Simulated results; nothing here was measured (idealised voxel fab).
voxel tone inversion: a process module
Shown is cross-section cut, with a width of 250 nm and square cells of size 5 nm.
If you're reading a cross-section in this doc, picture square cells in a grid; it comes to you as bands, top ones listed first down to the bottom, and a band can be one or more rows of cells. Top, bottom (nm), then materials left to right with widths (nm); lone material tagged "throughout" fills the whole band edge to edge; "blank" = empty space. Height reference: 0 = level under which incoming wafer is all one material. Lowest band: no bottom, runs on downward, e.g. "top 0, no bottom". Top row gets the first number, bottom row gets the second, and each row in between changes by the same step: that is how a band width like "30->40" works. "changes: none" for a step: no cell of the cross-section changed in that step. "Fully sealed voids" - sealed voids, min. 8 cells, no opening to top; format: width x height at distance (distance from left edge; nm throughout). Read whatever lies past the settings on a step's line as the simulator's own remark about the step. overlay nm: how far to the right of its planned place the mask lay on this masked step (negative: to the left).
### Intended process steps
step 1: RECEIVE with material Si
step 2: CONFORMAL_DEP with material SiCN, thk nm 5
step 3: DIRECTIONAL_DEP with material aC, thk nm 20
step 4: PATTERN with tone cover, mask id POSTS, material resist, width nm 15, pitch nm 35, thk nm 30, overlay nm 0
step 5: DIRECTIONAL_ETCH with etch materials aC, depth nm 20
step 6: STRIP with etch materials resist
step 7: FILL_DEP with material lowk, thk nm 10
step 8: CMP with height nm 25
step 9: STRIP with etch materials aC
step 10: CONFORMAL_DEP with material TiN, thk nm 5
step 11: FILL_DEP with material W, thk nm 5
step 12: CMP with height nm 25
step 13: CONFORMAL_DEP with material SiN, thk nm 5
### Step 1 complete: cross-section of the wafer as received
* top 0, no bottom  Si throughout
* Fully sealed voids: none
### Cross-sectional image of the first of two wafers at the end of the module, the run having proceeded as planned
* top 30, bottom 25  SiN throughout
* top 25, bottom 10  lowk 65 / TiN 5 / W 5 / TiN 5 / lowk 20 / TiN 5 / W 5 / TiN 5 / lowk 20 / TiN 5 / W 5 / TiN 5 / lowk 20 / TiN 5 / W 5 / TiN 5 / lowk 65
* top 10, bottom 5  lowk 65 / TiN 15 / lowk 20 / TiN 15 / lowk 20 / TiN 15 / lowk 20 / TiN 15 / lowk 65
* top 5, bottom 0  SiCN throughout
* top 0, no bottom  Si throughout
* Fully sealed voids: none
### Same start, same plan as the first wafer - but one mistake in the run. Cross-section of the second of the two at the end of the module
* top 30, bottom 25  W throughout
* top 25, bottom 10  lowk 65 / TiN 5 / W 5 / TiN 5 / lowk 20 / TiN 5 / W 5 / TiN 5 / lowk 20 / TiN 5 / W 5 / TiN 5 / lowk 20 / TiN 5 / W 5 / TiN 5 / lowk 65
* top 10, bottom 5  lowk 65 / TiN 15 / lowk 20 / TiN 15 / lowk 20 / TiN 15 / lowk 20 / TiN 15 / lowk 65
* top 5, bottom 0  SiCN throughout
* top 0, no bottom  Si throughout
* Fully sealed voids: none
The plan and the run diverged here: off-plan run, step 13, actual operation and settings CONFORMAL_DEP with material W, thk nm 5
The closing comparison, in cells, has the second wafer with more or fewer of some materials than the first: SiN -50, W +50
